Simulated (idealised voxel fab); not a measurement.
process module | voxel transistor to metal
cross-section cut | 210 nm wide | cells 5 nm
A cross-section is a grid of square cells, given in bands from the top down. A band is one or more rows of cells.
Each band's line starts with the height of the band's top and of its bottom, in nm. Then come its materials from left to right, each with its width in nm. One material with "throughout" fills the band from edge to edge. "air" is empty space.
Height 0 is the level under which the wafer as received is all one material. The lowest band goes on downwards, as in "0 down".
A width such as "30 to 40" changes by the same amount from each row of cells to the next, from the band's top row to its bottom row.
"no change" after a step means that no cell of the cross-section changed.
closed voids: empty space of 8 cells or more with no open way to the top, each as width x height at its distance from the left edge, in nm
after a step's settings: what the simulator itself notes on the step
overlay nm, on a step with a mask: how far to the right of its planned place the mask lay; to the left if negative
plan
1 op RECEIVE | material Si
2 op CONFORMAL_DEP | material SiO2 | thk nm 5
3 op CONFORMAL_DEP | material SiN | thk nm 15
4 op DIRECTIONAL_DEP | material aC | thk nm 10
5 op PATTERN | tone cover | mask id ACTIVE | material resist | width nm 105 | thk nm 30 | overlay nm 0
6 op DIRECTIONAL_ETCH | etch materials aC | depth nm 10
7 op STRIP | etch materials resist
8 op DIRECTIONAL_ETCH | etch materials SiN | depth nm 15
9 op DIRECTIONAL_ETCH | etch materials SiO2 | depth nm 5
10 op DIRECTIONAL_ETCH | etch materials Si | depth nm 25
11 op STRIP | etch materials aC
12 op OXIDIZE | depth nm 5
13 op FILL_DEP | material SiO2 | thk nm 5
14 op CMP | height nm 20
15 op SELECTIVE_ETCH | etch materials SiO2 | depth nm 10
16 op STRIP | etch materials SiN
17 op SELECTIVE_ETCH | etch materials SiO2 | depth nm 5
18 op OXIDIZE | depth nm 5
19 op DIRECTIONAL_DEP | material polySi | thk nm 30
20 op DIRECTIONAL_DEP | material SiCN | thk nm 15
21 op MASKED_ETCH | tone cover | mask id GATE | width nm 15 | etch materials SiCN | depth nm 25 | overlay nm 0
22 op MASKED_ETCH | tone cover | mask id GATE | width nm 25 | etch materials polySi | depth nm 40 | overlay nm 0
23 op CONFORMAL_DEP | material SiO2 | thk nm 5
24 op DIRECTIONAL_ETCH | etch materials SiO2 | depth nm 5
25 op CONFORMAL_DEP | material SiN | thk nm 5
26 op DIRECTIONAL_ETCH | etch materials SiN | depth nm 5
27 op DIRECTIONAL_ETCH | etch materials SiO2 | depth nm 5
28 op DIRECTIONAL_ETCH | etch materials Si | depth nm 5
29 op EPI | material SiGe | thk nm 5
30 op FILL_DEP | material SiO2 | thk nm 5
31 op CMP | height nm 30
32 op STRIP | etch materials polySi
33 op SELECTIVE_ETCH | etch materials SiO2 | depth nm 5
34 op CONFORMAL_DEP | material HfO2 | thk nm 5
35 op CONFORMAL_DEP | material TiN | thk nm 5
36 op FILL_DEP | material W | thk nm 10
37 op CMP | height nm 25
38 op DIRECTIONAL_DEP | material SiO2 | thk nm 15
39 op DIRECTIONAL_DEP | material aC | thk nm 15
40 op PATTERN | tone open | mask id CONTACT | material resist | width nm 20 | pitch nm 75 | thk nm 30 | overlay nm 0
41 op DIRECTIONAL_ETCH | etch materials aC | depth nm 15
42 op STRIP | etch materials resist
43 op DIRECTIONAL_ETCH | etch materials SiO2 | depth nm 45
44 op STRIP | etch materials aC
45 op CONFORMAL_DEP | material TiN | thk nm 5
46 op FILL_DEP | material W | thk nm 5
47 op CMP | height nm 40
48 op CONFORMAL_DEP | material SiN | thk nm 5
49 op DIRECTIONAL_DEP | material SiO2 | thk nm 15
50 op MASKED_ETCH | tone open | mask id METAL_1 | width nm 20 | pitch nm 75 | etch materials SiO2 | depth nm 15 | overlay nm 0
51 op MASKED_ETCH | tone open | mask id METAL_1 | width nm 20 | pitch nm 75 | etch materials SiN | depth nm 5 | overlay nm 0
52 op CONFORMAL_DEP | material TiN | thk nm 5
53 op FILL_DEP | material Cu | thk nm 5
54 op CMP | height nm 60
55 op EPI | material Ru | thk nm 5
56 op FILL_DEP | material SiCN | thk nm 5
varied across the wafers: width nm of step 21. The plan shows the first wafer's value. All wafers start alike
first wafer as received, after step 1
  0 down: Si throughout
  closed voids: none
first wafer at the end, after step 56
  70 to 65: SiCN throughout
  65 to 60: SiCN 50 | Ru 30 | SiCN 45 | Ru 30 | SiCN 55
  60 to 45: SiO2 55 | TiN 5 | Cu 10 | TiN 5 | SiO2 55 | TiN 5 | Cu 10 | TiN 5 | SiO2 60
  45 to 40: SiN 55 | TiN 20 | SiN 55 | TiN 20 | SiN 60
  40 to 25: SiO2 55 | TiN 5 | W 10 | TiN 5 | SiO2 55 | TiN 5 | W 10 | TiN 5 | SiO2 60
  25 to 5: SiO2 55 | TiN 5 | W 10 | TiN 5 | SiO2 5 | SiN 5 | HfO2 5 | TiN 5 | W 15 | TiN 5 | HfO2 5 | SiN 5 | SiO2 5 | TiN 5 | W 10 | TiN 5 | SiO2 60
  5 to 0: SiO2 50 | SiN 5 | TiN 5 | W 10 | TiN 5 | SiO2 5 | SiN 5 | HfO2 5 | TiN 25 | HfO2 5 | SiN 5 | SiO2 5 | TiN 5 | W 10 | TiN 5 | SiN 5 | SiO2 55
  0 to -5: SiO2 55 | TiN 20 | SiGe 5 | SiO2 5 | HfO2 35 | SiO2 5 | SiGe 5 | TiN 20 | SiO2 60
  -5 to -10: SiO2 55 | SiGe 25 | Si 45 | SiGe 25 | SiO2 60
  -10 to -30: SiO2 55 | Si 95 | SiO2 60
  -30 down: Si throughout
  closed voids: none
last wafer at the end
  70 to 65: SiCN throughout
  65 to 60: SiCN 50 | Ru 30 | SiCN 45 | Ru 30 | SiCN 55
  60 to 45: SiO2 55 | TiN 5 | Cu 10 | TiN 5 | SiO2 55 | TiN 5 | Cu 10 | TiN 5 | SiO2 60
  45 to 40: SiN 55 | TiN 20 | SiN 55 | TiN 20 | SiN 60
  40 to 30: SiO2 55 | TiN 5 | W 10 | TiN 5 | SiO2 55 | TiN 5 | W 10 | TiN 5 | SiO2 60
  30 to 25: SiO2 55 | TiN 5 | W 10 | TiN 5 | SiO2 55 | TiN 10 | W 5 | TiN 5 | SiO2 60
  25 to 5: SiO2 55 | TiN 5 | W 10 | TiN 5 | SiN 5 | HfO2 5 | TiN 5 | W 30 | TiN 5 | HfO2 5 | SiN 5 | TiN 5 | W 5 | TiN 5 | SiO2 60
  5 to 0: SiO2 50 | SiN 5 | TiN 5 | W 5 | TiN 10 | SiN 5 | HfO2 5 | TiN 40 | HfO2 5 | SiN 5 | TiN 15 | SiN 5 | SiO2 55
  0 to -5: SiO2 55 | TiN 15 | SiGe 5 | SiO2 5 | HfO2 50 | SiO2 5 | SiGe 5 | TiN 10 | SiO2 60
  -5 to -10: SiO2 55 | SiGe 20 | Si 60 | SiGe 15 | SiO2 60
  -10 to -30: SiO2 55 | Si 95 | SiO2 60
  -30 down: Si throughout
  closed voids: none
each wafer at the end: cells of each material gained (+) or lost (-) since it was received, then its closed voids
width nm 15 | +12 Cu | +17 HfO2 | +12 Ru | -167 Si | +72 SiCN | +12 SiGe | +46 SiN | +467 SiO2 | +73 TiN | +44 W | closed voids: none
width nm 20 | +12 Cu | +17 HfO2 | +12 Ru | -167 Si | +72 SiCN | +12 SiGe | +46 SiN | +467 SiO2 | +73 TiN | +44 W | closed voids: none
width nm 25 | +12 Cu | +17 HfO2 | +12 Ru | -167 Si | +72 SiCN | +12 SiGe | +46 SiN | +467 SiO2 | +73 TiN | +44 W | closed voids: none
width nm 30 | +12 Cu | +18 HfO2 | +12 Ru | -166 Si | +72 SiCN | +11 SiGe | +46 SiN | +462 SiO2 | +74 TiN | +47 W | closed voids: none
width nm 35 | +12 Cu | +19 HfO2 | +12 Ru | -165 Si | +72 SiCN | +10 SiGe | +46 SiN | +457 SiO2 | +75 TiN | +50 W | closed voids: none
width nm 40 | +12 Cu | +20 HfO2 | +12 Ru | -164 Si | +72 SiCN | +9 SiGe | +46 SiN | +457 SiO2 | +76 TiN | +48 W | closed voids: none
